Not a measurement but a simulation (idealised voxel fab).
Proc. module: voxel tone inversion
We display cut, a cross-section 230 nm in width whose square cells are each 5 nm.
Format of a cross-section: grid, square cells. Given as bands. Order: top down. Band: one or more rows of cells. The entry gives the band's vertical extent as a top height and a bottom height in nm, then its horizontal make-up as materials from left to right, each with a width in nm. "blank" stands for empty space; a single material marked "throughout" fills the band edge to edge. Note: height 0 marks the level under which the wafer is uniformly one material as received. Lowest band unbounded below, written "0..down". Note: "30 to 40" means the width goes from the first number (top row of the band) to the second number (bottom row) in equal steps per row of cells. Given "nothing got changed" for a step, no cell of the cross-section differs between before and after that step. "Closed internal voids" specifies each empty space that is not open to the top and that occupies no fewer than 8 cells, using the form width x height at distance, the distance measured from the left edge and all three quantities in nm. Past the settings on a step's line: simulator remark, on that step. overlay nm: on a step with a mask, how far right of its planned place the mask lay; negative means left.

So here's the lineup of process steps we planned:
1: RECEIVE | material Si
2: CONFORMAL_DEP | material SiCN | thk nm 5
3: DIRECTIONAL_DEP | material polySi | thk nm 25
4: PATTERN | tone cover | mask id POSTS | material resist | width nm 15 | pitch nm 50 | thk nm 35 | overlay nm 0
5: DIRECTIONAL_ETCH | etch materials polySi | depth nm 25
6: STRIP | etch materials resist
7: FILL_DEP | material lowk | thk nm 5
8: CMP | height nm 30
9: STRIP | etch materials polySi
Be aware that, although all wafers share a common starting state, the width nm at step 4 differs among them, and the plan displays the first wafer's value.

Incoming state of the first of several wafers in cross-section: after step 1:
> 0..down = Si throughout
> Closed internal voids: none

End of module: cross-section of the first of several wafers after step 9, the last step:
> 30..5 = lowk=55 / blank=15 / lowk=35 / blank=15 / lowk=35 / blank=15 / lowk=60
> 5..0 = SiCN throughout
> 0..down = Si throughout
> Closed internal voids: none

Wafer cross-section (last wafer, module end):
> 30..5 = lowk=45 / blank=35 / lowk=15 / blank=35 / lowk=15 / blank=35 / lowk=50
> 5..0 = SiCN throughout
> 0..down = Si throughout
> Closed internal voids: none

Below is a per-wafer table. In it, each row describes the wafer at the end of the module by giving, for each material, the number of cells gained (+) or lost (-) since the wafer was received, and after that the closed voids of the wafer:
width nm 15, +46 SiCN, +185 lowk, Closed internal voids: none
width nm 20, +46 SiCN, +170 lowk, Closed internal voids: none
width nm 25, +46 SiCN, +155 lowk, Closed internal voids: none
width nm 30, +46 SiCN, +140 lowk, Closed internal voids: none
width nm 35, +46 SiCN, +125 lowk, Closed internal voids: none
